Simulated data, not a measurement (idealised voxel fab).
Process module, titled voxel ribs on slabs
Cross-section cut spans 220 nm and uses square cells 5 nm in size.
If you're reading a cross-section in this doc, picture square cells in a grid; it comes to you as bands, top ones listed first down to the bottom, and a band can be one or more rows of cells.
In this notation a band is specified by the heights of its top and bottom, in that order and in nm, after which its materials appear from left to right, each paired with its width in nm. The word "everywhere" attached to a single material means that material fills the band from edge to edge; the word "air" stands for empty space.
Heights are expressed relative to 0, this being the level below which the as-received wafer comprises one material exclusively. The lowest band is unbounded in the downward direction and is denoted as in "z 0 and below".
A two-number width, for instance "30->40", indicates that the width is equal to the first number in the top row of the band and to the second number in the bottom row, and that it changes by a constant amount per row of cells.
The designation "no change occurred", where it is given for a processing step, indicates that no cell of the cross-section was altered in the course of that step.
Voids not open to the top, 8 cells minimum: see "Closed void list". Written width x height at distance; distance is from the left edge; nm.
Where a step's line continues beyond its settings, the continuation is a remark by the simulator itself on that step.
The "overlay nm" setting may appear on a step's line; for a step that uses a mask, it gives how far to the right of its planned position the mask lay, and a negative value indicates the left.

### plan
1 op RECEIVE | material Si
2 op DIRECTIONAL_DEP | material SiO2 | thk nm 20
3 op DIRECTIONAL_DEP | material polySi | thk nm 25
4 op PATTERN | tone cover | mask id RIB | material resist | width nm 25 | thk nm 20 | overlay nm 0
5 op DIRECTIONAL_ETCH | etch materials polySi | depth nm 5
6 op STRIP | etch materials resist
7 op MASKED_ETCH | tone cover | mask id SLAB | width nm 75 | etch materials polySi | depth nm 20 | overlay nm 0
8 op FILL_DEP | material SiO2 | thk nm 20
9 op CMP | height nm 55
10 op DIRECTIONAL_DEP | material W | thk nm 10
11 op DIRECTIONAL_DEP | material aC | thk nm 10
12 op PATTERN | tone cover | mask id HEATER | material resist | width nm 35 | thk nm 30 | overlay nm 0
13 op DIRECTIONAL_ETCH | etch materials aC | depth nm 10
14 op STRIP | etch materials resist
15 op DIRECTIONAL_ETCH | etch materials W | depth nm 10
16 op STRIP | etch materials aC
17 op CONFORMAL_DEP | material SiN | thk nm 5

### Received-state cross-section, reflecting completion of step 1
* z 0 and below | Si everywhere
* Closed void list: none

### First wafer of two, sectioned at end of module; run went per plan
* z 70 to 65 | air 85 | SiN 45 | air 90
* z 65 to 60 | air 85 | SiN 5 | W 35 | SiN 5 | air 90
* z 60 to 55 | SiN 90 | W 35 | SiN 95
* z 55 to 45 | SiO2 everywhere
* z 45 to 40 | SiO2 95 | polySi 25 | SiO2 100
* z 40 to 20 | SiO2 70 | polySi 75 | SiO2 75
* z 20 to 0 | SiO2 everywhere
* z 0 and below | Si everywhere
* Closed void list: none

### End of module, second wafer, cross-section. Started like the first, planned like the first, run with one mistake
* z 70 to 65 | air 85 | SiN 45 | air 90
* z 65 to 60 | air 85 | SiN 5 | W 35 | SiN 5 | air 90
* z 60 to 55 | SiN 90 | W 35 | SiN 95
* z 55 to 45 | SiO2 everywhere
* z 45 to 40 | SiO2 90 | polySi 35 | SiO2 95
* z 40 to 20 | SiO2 70 | polySi 75 | SiO2 75
* z 20 to 0 | SiO2 everywhere
* z 0 and below | Si everywhere
* Closed void list: none
What was the processing mistake? step 4, actual vs plan mismatch, actual run op PATTERN | tone cover | mask id RIB | material resist | width nm 35 | thk nm 20 | overlay nm 0
Wrapping up, a cell-based count of both wafers puts the second over or under the first for these materials: SiO2 -2 | polySi +2
